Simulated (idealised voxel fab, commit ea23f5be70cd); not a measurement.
Process module name: voxel ribs on slabs
Cross-section cut spans 265 nm and uses square cells 5 nm in size.
Reading order for cross-sections: top band down to bottom band. Underlying form: a grid of square cells. Band size: one or more rows of cells.
Look at the band entry: it leads with the top's height and the bottom's height in nm. Then it lists the materials left to right, with a width in nm for each. The word "throughout" on a single material says that material fills the band edge to edge. The word "air" is empty space.
We count height from 0. Below that, the starting wafer is all one material. The lowest band never ends at the bottom but goes on down; see "from 0 down" for how that is written.
The notation "30..40" denotes a width that varies across the rows of cells in the band, beginning at the first number in the top row, finishing at the second number in the bottom row, and changing by an identical amount from each row to the next.
Step marked "no change occurred"? Then no cell in the cross-section changed in it.
"Tabulated closed voids" means: voids of 8 cells or more that are shut off from the top with no open way through. Written width x height at distance, distance from the left edge, in nm.
Anything after a step's settings on that line? It's the simulator's own note about the step.
A step's line can hold "overlay nm"; with a mask on that step, the setting says how far right of the planned place the mask lay, while a negative setting says it lay to the left.

The steps planned for the process are as follows:
step 1: RECEIVE [material Si]
step 2: DIRECTIONAL_DEP [material SiO2] [thk nm 30]
step 3: DIRECTIONAL_DEP [material polySi] [thk nm 20]
step 4: PATTERN [tone cover] [mask id RIB] [material resist] [width nm 30] [thk nm 15] [overlay nm 0]
step 5: DIRECTIONAL_ETCH [etch materials polySi] [depth nm 5]
step 6: STRIP [etch materials resist]
step 7: MASKED_ETCH [tone cover] [mask id SLAB] [width nm 60] [etch materials polySi] [depth nm 15] [overlay nm 0]
step 8: FILL_DEP [material SiO2] [thk nm 20]
step 9: CMP [height nm 60]
step 10: DIRECTIONAL_DEP [material TiN] [thk nm 10]
step 11: PATTERN [tone cover] [mask id HEATER] [material resist] [width nm 40] [thk nm 15] [overlay nm 0]
step 12: DIRECTIONAL_ETCH [etch materials TiN] [depth nm 10]
step 13: STRIP [etch materials resist]
step 14: CONFORMAL_DEP [material SiN] [thk nm 10]

As-received state of the wafer in cross-section, equivalent to post-step 1:
* from 0 down | Si throughout
* Tabulated closed voids: none

Final cross-section, module run with one mistake (start and plan as above):
* from 70 to 60 | air (110), then TiN (40), then air (115)
* from 60 to 50 | SiO2 throughout
* from 50 to 45 | SiO2 (115), then polySi (30), then SiO2 (120)
* from 45 to 30 | SiO2 (100), then polySi (60), then SiO2 (105)
* from 30 to 0 | SiO2 throughout
* from 0 down | Si throughout
* Tabulated closed voids: none
Heads up, the wafer didn't run the way we planned it: plan step 14 never ran because it was skipped
